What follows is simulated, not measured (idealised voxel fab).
You're looking at the process module voxel wiring stack.
140 nm wide, 5 nm square cells: that's cross-section cut.
Bands, listed from the top down, are how a cross-section gets written in this document; the cross-section itself is a grid of square cells, and a band is one or more rows of them.
Band: top and bottom heights (nm) first, top before bottom; then materials from left to right, widths in nm. "full width" marks a sole material filling the band edge to edge. "air" denotes empty space.
Height 0 is the level under which the wafer as received is all one material. The lowest band goes on downwards, as in "0 down".
A two-number width, for instance "30->40", indicates that the width is equal to the first number in the top row of the band and to the second number in the bottom row, and that it changes by a constant amount per row of cells.
You'll sometimes find "remained unchanged" written for a step, and that's the way of saying that nowhere in the cross-section did a cell change during that step.
For the entry "Closed voids list", the listed items are empty spaces with no open way to the top whose size is 8 cells or more; each item follows the pattern width x height at distance, where distance is from the left edge and all three are in nm.
Past the settings on a step's line: simulator remark, on that step.
"overlay nm", when on a step's line for a step with a mask, measures how far to the right of its planned place the mask lay; a negative measure means to the left.
Listed below are the process steps as planned:
- 1: RECEIVE: material Si
- 2: CONFORMAL_DEP: material SiO2, thk nm 10
- 3: DIRECTIONAL_DEP: material TiN, thk nm 5
- 4: DIRECTIONAL_DEP: material W, thk nm 20
- 5: PATTERN: tone cover, mask id METAL_1, material resist, width nm 25, pitch nm 55, thk nm 15, overlay nm 0
- 6: DIRECTIONAL_ETCH: etch materials W, depth nm 20
- 7: DIRECTIONAL_ETCH: etch materials TiN, depth nm 5
- 8: STRIP: etch materials resist
- 9: CONFORMAL_DEP: material SiCN, thk nm 5
- 10: FILL_DEP: material lowk, thk nm 5
- 11: CMP: height nm 35
- 12: CONFORMAL_DEP: material SiCN, thk nm 5
- 13: DIRECTIONAL_DEP: material lowk, thk nm 20
- 14: PATTERN: tone open, mask id PLUG_1, material resist, width nm 15, pitch nm 55, thk nm 15, overlay nm 0
- 15: DIRECTIONAL_ETCH: etch materials lowk, depth nm 20
- 16: DIRECTIONAL_ETCH: etch materials SiCN, depth nm 5
- 17: STRIP: etch materials resist
- 18: CONFORMAL_DEP: material TiN, thk nm 5
- 19: FILL_DEP: material Cu, thk nm 5
- 20: CMP: height nm 60
- 21: DIRECTIONAL_DEP: material TiN, thk nm 5
- 22: DIRECTIONAL_DEP: material Ru, thk nm 20
- 23: PATTERN: tone cover, mask id METAL_2, material resist, width nm 25, pitch nm 55, thk nm 20, overlay nm 0
- 24: DIRECTIONAL_ETCH: etch materials Ru, depth nm 20
- 25: DIRECTIONAL_ETCH: etch materials TiN, depth nm 5
- 26: STRIP: etch materials resist
- 27: CONFORMAL_DEP: material SiCN, thk nm 5
- 28: FILL_DEP: material SiO2, thk nm 10
- 29: CMP: height nm 85
- 30: CONFORMAL_DEP: material SiCN, thk nm 5
- 31: DIRECTIONAL_DEP: material lowk, thk nm 35
- 32: DIRECTIONAL_DEP: material aC, thk nm 10
- 33: PATTERN: tone open, mask id METAL_3_HOLES, material resist, width nm 15, thk nm 25, overlay nm 0
- 34: DIRECTIONAL_ETCH: etch materials aC, depth nm 10
- 35: STRIP: etch materials resist
- 36: DIRECTIONAL_ETCH: etch materials lowk, depth nm 35
- 37: STRIP: etch materials aC
- 38: PATTERN: tone open, mask id METAL_3, material resist, width nm 25, pitch nm 55, thk nm 15, overlay nm 0
- 39: DIRECTIONAL_ETCH: etch materials lowk, depth nm 20
- 40: DIRECTIONAL_ETCH: etch materials SiCN, depth nm 5
- 41: STRIP: etch materials resist
- 42: CONFORMAL_DEP: material TiN, thk nm 5
- 43: FILL_DEP: material Cu, thk nm 10
- 44: CMP: height nm 125
- 45: CONFORMAL_DEP: material SiCN, thk nm 5
First of two wafers, with the run carried out as planned:
Here's what the wafer looked like in cross-section when it arrived - that's after step 1:
- 0 down  Si full width
- Closed voids list: none
Once step 2 is through, the wafer looks like this in cross-section:
- 10 to 0  SiO2 full width
- Anything lower than 0 is untouched.
Once step 3 is through, the wafer looks like this in cross-section:
- 15 to 10  TiN full width
- Anything lower than 10 is untouched.
Once step 4 is through, the wafer looks like this in cross-section:
- 35 to 15  W full width
- Anything lower than 15 is untouched.
Once step 5 is through, the wafer looks like this in cross-section:
- 50 to 35  air 30 nm, resist 25 nm, air 30 nm, resist 25 nm, air 30 nm
- Anything lower than 35 is untouched.
Once step 6 is through, the wafer looks like this in cross-section:
- 50 to 35  air 30 nm, resist 25 nm, air 30 nm, resist 25 nm, air 30 nm
- 35 to 15  air 30 nm, W 25 nm, air 30 nm, W 25 nm, air 30 nm
- Anything lower than 15 is untouched.
Once step 7 is through, the wafer looks like this in cross-section:
- 50 to 35  air 30 nm, resist 25 nm, air 30 nm, resist 25 nm, air 30 nm
- 35 to 15  air 30 nm, W 25 nm, air 30 nm, W 25 nm, air 30 nm
- 15 to 10  air 30 nm, TiN 25 nm, air 30 nm, TiN 25 nm, air 30 nm
- Anything lower than 10 is untouched.
Once step 8 is through, the wafer looks like this in cross-section:
- 35 to 15  air 30 nm, W 25 nm, air 30 nm, W 25 nm, air 30 nm
- Anything lower than 15 is untouched.
Once step 9 is through, the wafer looks like this in cross-section:
- 40 to 35  air 25 nm, SiCN 35 nm, air 20 nm, SiCN 35 nm, air 25 nm
- 35 to 15  air 25 nm, SiCN 5 nm, W 25 nm, SiCN 5 nm, air 20 nm, SiCN 5 nm, W 25 nm, SiCN 5 nm, air 25 nm
- 15 to 10  SiCN 30 nm, TiN 25 nm, SiCN 30 nm, TiN 25 nm, SiCN 30 nm
- Anything lower than 10 is untouched.
Once step 10 is through, the wafer looks like this in cross-section:
- 45 to 40  lowk full width
- 40 to 35  lowk 25 nm, SiCN 35 nm, lowk 20 nm, SiCN 35 nm, lowk 25 nm
- 35 to 15  lowk 25 nm, SiCN 5 nm, W 25 nm, SiCN 5 nm, lowk 20 nm, SiCN 5 nm, W 25 nm, SiCN 5 nm, lowk 25 nm
- Anything lower than 15 is untouched.
Once step 11 is through, the wafer looks like this in cross-section:
- 35 to 15  lowk 25 nm, SiCN 5 nm, W 25 nm, SiCN 5 nm, lowk 20 nm, SiCN 5 nm, W 25 nm, SiCN 5 nm, lowk 25 nm
- Anything lower than 15 is untouched.
Once step 12 is through, the wafer looks like this in cross-section:
- 40 to 35  SiCN full width
- Anything lower than 35 is untouched.
Once step 13 is through, the wafer looks like this in cross-section:
- 60 to 40  lowk full width
- Anything lower than 40 is untouched.
Once step 14 is through, the wafer looks like this in cross-section:
- 75 to 60  resist 30 nm, air 15 nm, resist 40 nm, air 15 nm, resist 40 nm
- Anything lower than 60 is untouched.
Once step 15 is through, the wafer looks like this in cross-section:
- 75 to 60  resist 30 nm, air 15 nm, resist 40 nm, air 15 nm, resist 40 nm
- 60 to 40  lowk 30 nm, air 15 nm, lowk 40 nm, air 15 nm, lowk 40 nm
- Anything lower than 40 is untouched.
Once step 16 is through, the wafer looks like this in cross-section:
- 75 to 60  resist 30 nm, air 15 nm, resist 40 nm, air 15 nm, resist 40 nm
- 60 to 40  lowk 30 nm, air 15 nm, lowk 40 nm, air 15 nm, lowk 40 nm
- 40 to 35  SiCN 30 nm, air 15 nm, SiCN 40 nm, air 15 nm, SiCN 40 nm
- Anything lower than 35 is untouched.
Once step 17 is through, the wafer looks like this in cross-section:
- 60 to 40  lowk 30 nm, air 15 nm, lowk 40 nm, air 15 nm, lowk 40 nm
- Anything lower than 40 is untouched.
Once step 18 is through, the wafer looks like this in cross-section:
- 65 to 60  TiN 35 nm, air 5 nm, TiN 50 nm, air 5 nm, TiN 45 nm
- 60 to 40  lowk 30 nm, TiN 5 nm, air 5 nm, TiN 5 nm, lowk 40 nm, TiN 5 nm, air 5 nm, TiN 5 nm, lowk 40 nm
- 40 to 35  SiCN 30 nm, TiN 15 nm, SiCN 40 nm, TiN 15 nm, SiCN 40 nm
- Anything lower than 35 is untouched.
Once step 19 is through, the wafer looks like this in cross-section:
- 70 to 65  Cu full width
- 65 to 60  TiN 35 nm, Cu 5 nm, TiN 50 nm, Cu 5 nm, TiN 45 nm
- 60 to 40  lowk 30 nm, TiN 5 nm, Cu 5 nm, TiN 5 nm, lowk 40 nm, TiN 5 nm, Cu 5 nm, TiN 5 nm, lowk 40 nm
- Anything lower than 40 is untouched.
Once step 20 is through, the wafer looks like this in cross-section:
- 60 to 40  lowk 30 nm, TiN 5 nm, Cu 5 nm, TiN 5 nm, lowk 40 nm, TiN 5 nm, Cu 5 nm, TiN 5 nm, lowk 40 nm
- Anything lower than 40 is untouched.
Once step 21 is through, the wafer looks like this in cross-section:
- 65 to 60  TiN full width
- Anything lower than 60 is untouched.
Once step 22 is through, the wafer looks like this in cross-section:
- 85 to 65  Ru full width
- Anything lower than 65 is untouched.
Once step 23 is through, the wafer looks like this in cross-section:
- 105 to 85  air 30 nm, resist 25 nm, air 30 nm, resist 25 nm, air 30 nm
- Anything lower than 85 is untouched.
Once step 24 is through, the wafer looks like this in cross-section:
- 105 to 85  air 30 nm, resist 25 nm, air 30 nm, resist 25 nm, air 30 nm
- 85 to 65  air 30 nm, Ru 25 nm, air 30 nm, Ru 25 nm, air 30 nm
- Anything lower than 65 is untouched.
Once step 25 is through, the wafer looks like this in cross-section:
- 105 to 85  air 30 nm, resist 25 nm, air 30 nm, resist 25 nm, air 30 nm
- 85 to 65  air 30 nm, Ru 25 nm, air 30 nm, Ru 25 nm, air 30 nm
- 65 to 60  air 30 nm, TiN 25 nm, air 30 nm, TiN 25 nm, air 30 nm
- Anything lower than 60 is untouched.
Once step 26 is through, the wafer looks like this in cross-section:
- 85 to 65  air 30 nm, Ru 25 nm, air 30 nm, Ru 25 nm, air 30 nm
- Anything lower than 65 is untouched.
Once step 27 is through, the wafer looks like this in cross-section:
- 90 to 85  air 25 nm, SiCN 35 nm, air 20 nm, SiCN 35 nm, air 25 nm
- 85 to 65  air 25 nm, SiCN 5 nm, Ru 25 nm, SiCN 5 nm, air 20 nm, SiCN 5 nm, Ru 25 nm, SiCN 5 nm, air 25 nm
- 65 to 60  SiCN 30 nm, TiN 25 nm, SiCN 30 nm, TiN 25 nm, SiCN 30 nm
- Anything lower than 60 is untouched.
Once step 28 is through, the wafer looks like this in cross-section:
- 100 to 90  SiO2 full width
- 90 to 85  SiO2 25 nm, SiCN 35 nm, SiO2 20 nm, SiCN 35 nm, SiO2 25 nm
- 85 to 65  SiO2 25 nm, SiCN 5 nm, Ru 25 nm, SiCN 5 nm, SiO2 20 nm, SiCN 5 nm, Ru 25 nm, SiCN 5 nm, SiO2 25 nm
- Anything lower than 65 is untouched.
Once step 29 is through, the wafer looks like this in cross-section:
- 85 to 65  SiO2 25 nm, SiCN 5 nm, Ru 25 nm, SiCN 5 nm, SiO2 20 nm, SiCN 5 nm, Ru 25 nm, SiCN 5 nm, SiO2 25 nm
- Anything lower than 65 is untouched.
Once step 30 is through, the wafer looks like this in cross-section:
- 90 to 85  SiCN full width
- Anything lower than 85 is untouched.
Once step 31 is through, the wafer looks like this in cross-section:
- 125 to 90  lowk full width
- Anything lower than 90 is untouched.
Once step 32 is through, the wafer looks like this in cross-section:
- 135 to 125  aC full width
- Anything lower than 125 is untouched.
Once step 33 is through, the wafer looks like this in cross-section:
- 160 to 135  resist 30 nm, air 15 nm, resist 95 nm
- Anything lower than 135 is untouched.
Once step 34 is through, the wafer looks like this in cross-section:
- 150 to 135  resist 30 nm, air 15 nm, resist 95 nm
- 135 to 125  aC 30 nm, air 15 nm, aC 95 nm
- Anything lower than 125 is untouched.
Once step 35 is through, the wafer looks like this in cross-section:
- 135 to 125  aC 30 nm, air 15 nm, aC 95 nm
- Anything lower than 125 is untouched.
Once step 36 is through, the wafer looks like this in cross-section:
- 135 to 125  aC 30 nm, air 15 nm, aC 95 nm
- 125 to 90  lowk 30 nm, air 15 nm, lowk 95 nm
- Anything lower than 90 is untouched.
Once step 37 is through, the wafer looks like this in cross-section:
- 125 to 90  lowk 30 nm, air 15 nm, lowk 95 nm
- Anything lower than 90 is untouched.
Once step 38 is through, the wafer looks like this in cross-section:
- 140 to 125  resist 30 nm, air 25 nm, resist 30 nm, air 25 nm, resist 30 nm
- Anything lower than 125 is untouched.
Once step 39 is through, the wafer looks like this in cross-section:
- 140 to 125  resist 30 nm, air 25 nm, resist 30 nm, air 25 nm, resist 30 nm
- 125 to 105  lowk 30 nm, air 25 nm, lowk 30 nm, air 25 nm, lowk 30 nm
- Anything lower than 105 is untouched.
Once step 40 is through, the wafer looks like this in cross-section:
- 140 to 125  resist 30 nm, air 25 nm, resist 30 nm, air 25 nm, resist 30 nm
- 125 to 105  lowk 30 nm, air 25 nm, lowk 30 nm, air 25 nm, lowk 30 nm
- 105 to 90  lowk 30 nm, air 15 nm, lowk 95 nm
- 90 to 85  SiCN 30 nm, air 15 nm, SiCN 95 nm
- Anything lower than 85 is untouched.
Once step 41 is through, the wafer looks like this in cross-section:
- 125 to 105  lowk 30 nm, air 25 nm, lowk 30 nm, air 25 nm, lowk 30 nm
- Anything lower than 105 is untouched.
Once step 42 is through, the wafer looks like this in cross-section:
- 130 to 125  TiN 35 nm, air 15 nm, TiN 40 nm, air 15 nm, TiN 35 nm
- 125 to 110  lowk 30 nm, TiN 5 nm, air 15 nm, TiN 5 nm, lowk 30 nm, TiN 5 nm, air 15 nm, TiN 5 nm, lowk 30 nm
- 110 to 105  lowk 30 nm, TiN 5 nm, air 5 nm, TiN 15 nm, lowk 30 nm, TiN 25 nm, lowk 30 nm
- 105 to 90  lowk 30 nm, TiN 5 nm, air 5 nm, TiN 5 nm, lowk 95 nm
- 90 to 85  SiCN 30 nm, TiN 15 nm, SiCN 95 nm
- Anything lower than 85 is untouched.
Once step 43 is through, the wafer looks like this in cross-section:
- 140 to 130  Cu full width
- 130 to 125  TiN 35 nm, Cu 15 nm, TiN 40 nm, Cu 15 nm, TiN 35 nm
- 125 to 110  lowk 30 nm, TiN 5 nm, Cu 15 nm, TiN 5 nm, lowk 30 nm, TiN 5 nm, Cu 15 nm, TiN 5 nm, lowk 30 nm
- 110 to 105  lowk 30 nm, TiN 5 nm, Cu 5 nm, TiN 15 nm, lowk 30 nm, TiN 25 nm, lowk 30 nm
- 105 to 90  lowk 30 nm, TiN 5 nm, Cu 5 nm, TiN 5 nm, lowk 95 nm
- Anything lower than 90 is untouched.
Once step 44 is through, the wafer looks like this in cross-section:
- 125 to 110  lowk 30 nm, TiN 5 nm, Cu 15 nm, TiN 5 nm, lowk 30 nm, TiN 5 nm, Cu 15 nm, TiN 5 nm, lowk 30 nm
- Anything lower than 110 is untouched.
Once step 45 is through, the wafer looks like this in cross-section:
- 130 to 125  SiCN full width
- Anything lower than 125 is untouched.
Second of two: same start, same plan, one run error; steps up to and including 17 match the first:
Second wafer cross-section, taken as of the time the plan sets for step 18 to be done:
- 65 to 60  SiCN 35 nm, air 5 nm, SiCN 50 nm, air 5 nm, SiCN 45 nm
- 60 to 40  lowk 30 nm, SiCN 5 nm, air 5 nm, SiCN 5 nm, lowk 40 nm, SiCN 5 nm, air 5 nm, SiCN 5 nm, lowk 40 nm
- 40 to 35  SiCN full width
- Anything lower than 35 is untouched.
Second wafer cross-section, taken as of the time the plan sets for step 19 to be done:
- 70 to 65  Cu full width
- 65 to 60  SiCN 35 nm, Cu 5 nm, SiCN 50 nm, Cu 5 nm, SiCN 45 nm
- 60 to 40  lowk 30 nm, SiCN 5 nm, Cu 5 nm, SiCN 5 nm, lowk 40 nm, SiCN 5 nm, Cu 5 nm, SiCN 5 nm, lowk 40 nm
- Anything lower than 40 is untouched.
Second wafer cross-section, taken as of the time the plan sets for step 20 to be done:
- 60 to 40  lowk 30 nm, SiCN 5 nm, Cu 5 nm, SiCN 5 nm, lowk 40 nm, SiCN 5 nm, Cu 5 nm, SiCN 5 nm, lowk 40 nm
- Anything lower than 40 is untouched.
Second wafer cross-section, taken as of the time the plan sets for step 21 to be done:
- 65 to 60  TiN full width
- Anything lower than 60 is untouched.
Second wafer cross-section, taken as of the time the plan sets for step 22 to be done:
- 85 to 65  Ru full width
- Anything lower than 65 is untouched.
Second wafer cross-section, taken as of the time the plan sets for step 23 to be done:
- 105 to 85  air 30 nm, resist 25 nm, air 30 nm, resist 25 nm, air 30 nm
- Anything lower than 85 is untouched.
Second wafer cross-section, taken as of the time the plan sets for step 24 to be done:
- 105 to 85  air 30 nm, resist 25 nm, air 30 nm, resist 25 nm, air 30 nm
- 85 to 65  air 30 nm, Ru 25 nm, air 30 nm, Ru 25 nm, air 30 nm
- Anything lower than 65 is untouched.
Second wafer cross-section, taken as of the time the plan sets for step 25 to be done:
- 105 to 85  air 30 nm, resist 25 nm, air 30 nm, resist 25 nm, air 30 nm
- 85 to 65  air 30 nm, Ru 25 nm, air 30 nm, Ru 25 nm, air 30 nm
- 65 to 60  air 30 nm, TiN 25 nm, air 30 nm, TiN 25 nm, air 30 nm
- Anything lower than 60 is untouched.
Second wafer cross-section, taken as of the time the plan sets for step 26 to be done:
- 85 to 65  air 30 nm, Ru 25 nm, air 30 nm, Ru 25 nm, air 30 nm
- Anything lower than 65 is untouched.
Second wafer cross-section, taken as of the time the plan sets for step 27 to be done:
- 90 to 85  air 25 nm, SiCN 35 nm, air 20 nm, SiCN 35 nm, air 25 nm
- 85 to 65  air 25 nm, SiCN 5 nm, Ru 25 nm, SiCN 5 nm, air 20 nm, SiCN 5 nm, Ru 25 nm, SiCN 5 nm, air 25 nm
- 65 to 60  SiCN 30 nm, TiN 25 nm, SiCN 30 nm, TiN 25 nm, SiCN 30 nm
- Anything lower than 60 is untouched.
Second wafer cross-section, taken as of the time the plan sets for step 28 to be done:
- 100 to 90  SiO2 full width
- 90 to 85  SiO2 25 nm, SiCN 35 nm, SiO2 20 nm, SiCN 35 nm, SiO2 25 nm
- 85 to 65  SiO2 25 nm, SiCN 5 nm, Ru 25 nm, SiCN 5 nm, SiO2 20 nm, SiCN 5 nm, Ru 25 nm, SiCN 5 nm, SiO2 25 nm
- Anything lower than 65 is untouched.
Second wafer cross-section, taken as of the time the plan sets for step 29 to be done:
- 85 to 65  SiO2 25 nm, SiCN 5 nm, Ru 25 nm, SiCN 5 nm, SiO2 20 nm, SiCN 5 nm, Ru 25 nm, SiCN 5 nm, SiO2 25 nm
- Anything lower than 65 is untouched.
Second wafer cross-section, taken as of the time the plan sets for step 30 to be done:
- 90 to 85  SiCN full width
- Anything lower than 85 is untouched.
Second wafer cross-section, taken as of the time the plan sets for step 31 to be done:
- 125 to 90  lowk full width
- Anything lower than 90 is untouched.
Second wafer cross-section, taken as of the time the plan sets for step 32 to be done:
- 135 to 125  aC full width
- Anything lower than 125 is untouched.
Second wafer cross-section, taken as of the time the plan sets for step 33 to be done:
- 160 to 135  resist 30 nm, air 15 nm, resist 95 nm
- Anything lower than 135 is untouched.
Second wafer cross-section, taken as of the time the plan sets for step 34 to be done:
- 150 to 135  resist 30 nm, air 15 nm, resist 95 nm
- 135 to 125  aC 30 nm, air 15 nm, aC 95 nm
- Anything lower than 125 is untouched.
Second wafer cross-section, taken as of the time the plan sets for step 35 to be done:
- 135 to 125  aC 30 nm, air 15 nm, aC 95 nm
- Anything lower than 125 is untouched.
Second wafer cross-section, taken as of the time the plan sets for step 36 to be done:
- 135 to 125  aC 30 nm, air 15 nm, aC 95 nm
- 125 to 90  lowk 30 nm, air 15 nm, lowk 95 nm
- Anything lower than 90 is untouched.
Second wafer cross-section, taken as of the time the plan sets for step 37 to be done:
- 125 to 90  lowk 30 nm, air 15 nm, lowk 95 nm
- Anything lower than 90 is untouched.
Second wafer cross-section, taken as of the time the plan sets for step 38 to be done:
- 140 to 125  resist 30 nm, air 25 nm, resist 30 nm, air 25 nm, resist 30 nm
- Anything lower than 125 is untouched.
Second wafer cross-section, taken as of the time the plan sets for step 39 to be done:
- 140 to 125  resist 30 nm, air 25 nm, resist 30 nm, air 25 nm, resist 30 nm
- 125 to 105  lowk 30 nm, air 25 nm, lowk 30 nm, air 25 nm, lowk 30 nm
- Anything lower than 105 is untouched.
Second wafer cross-section, taken as of the time the plan sets for step 40 to be done:
- 140 to 125  resist 30 nm, air 25 nm, resist 30 nm, air 25 nm, resist 30 nm
- 125 to 105  lowk 30 nm, air 25 nm, lowk 30 nm, air 25 nm, lowk 30 nm
- 105 to 90  lowk 30 nm, air 15 nm, lowk 95 nm
- 90 to 85  SiCN 30 nm, air 15 nm, SiCN 95 nm
- Anything lower than 85 is untouched.
Second wafer cross-section, taken as of the time the plan sets for step 41 to be done:
- 125 to 105  lowk 30 nm, air 25 nm, lowk 30 nm, air 25 nm, lowk 30 nm
- Anything lower than 105 is untouched.
Second wafer cross-section, taken as of the time the plan sets for step 42 to be done:
- 130 to 125  TiN 35 nm, air 15 nm, TiN 40 nm, air 15 nm, TiN 35 nm
- 125 to 110  lowk 30 nm, TiN 5 nm, air 15 nm, TiN 5 nm, lowk 30 nm, TiN 5 nm, air 15 nm, TiN 5 nm, lowk 30 nm
- 110 to 105  lowk 30 nm, TiN 5 nm, air 5 nm, TiN 15 nm, lowk 30 nm, TiN 25 nm, lowk 30 nm
- 105 to 90  lowk 30 nm, TiN 5 nm, air 5 nm, TiN 5 nm, lowk 95 nm
- 90 to 85  SiCN 30 nm, TiN 15 nm, SiCN 95 nm
- Anything lower than 85 is untouched.
Second wafer cross-section, taken as of the time the plan sets for step 43 to be done:
- 140 to 130  Cu full width
- 130 to 125  TiN 35 nm, Cu 15 nm, TiN 40 nm, Cu 15 nm, TiN 35 nm
- 125 to 110  lowk 30 nm, TiN 5 nm, Cu 15 nm, TiN 5 nm, lowk 30 nm, TiN 5 nm, Cu 15 nm, TiN 5 nm, lowk 30 nm
- 110 to 105  lowk 30 nm, TiN 5 nm, Cu 5 nm, TiN 15 nm, lowk 30 nm, TiN 25 nm, lowk 30 nm
- 105 to 90  lowk 30 nm, TiN 5 nm, Cu 5 nm, TiN 5 nm, lowk 95 nm
- Anything lower than 90 is untouched.
Second wafer cross-section, taken as of the time the plan sets for step 44 to be done:
- 125 to 110  lowk 30 nm, TiN 5 nm, Cu 15 nm, TiN 5 nm, lowk 30 nm, TiN 5 nm, Cu 15 nm, TiN 5 nm, lowk 30 nm
- Anything lower than 110 is untouched.
Second wafer cross-section, taken as of the time the plan sets for step 45 to be done:
- 130 to 125  SiCN full width
- Anything lower than 125 is untouched.
Short version of what went wrong: step 18 did not use the planned setting and instead ran as CONFORMAL_DEP: material SiCN, thk nm 5
The closing comparison, in cells, has the second wafer with more or fewer of some materials than the first: 22 more of SiCN | 22 fewer of TiN
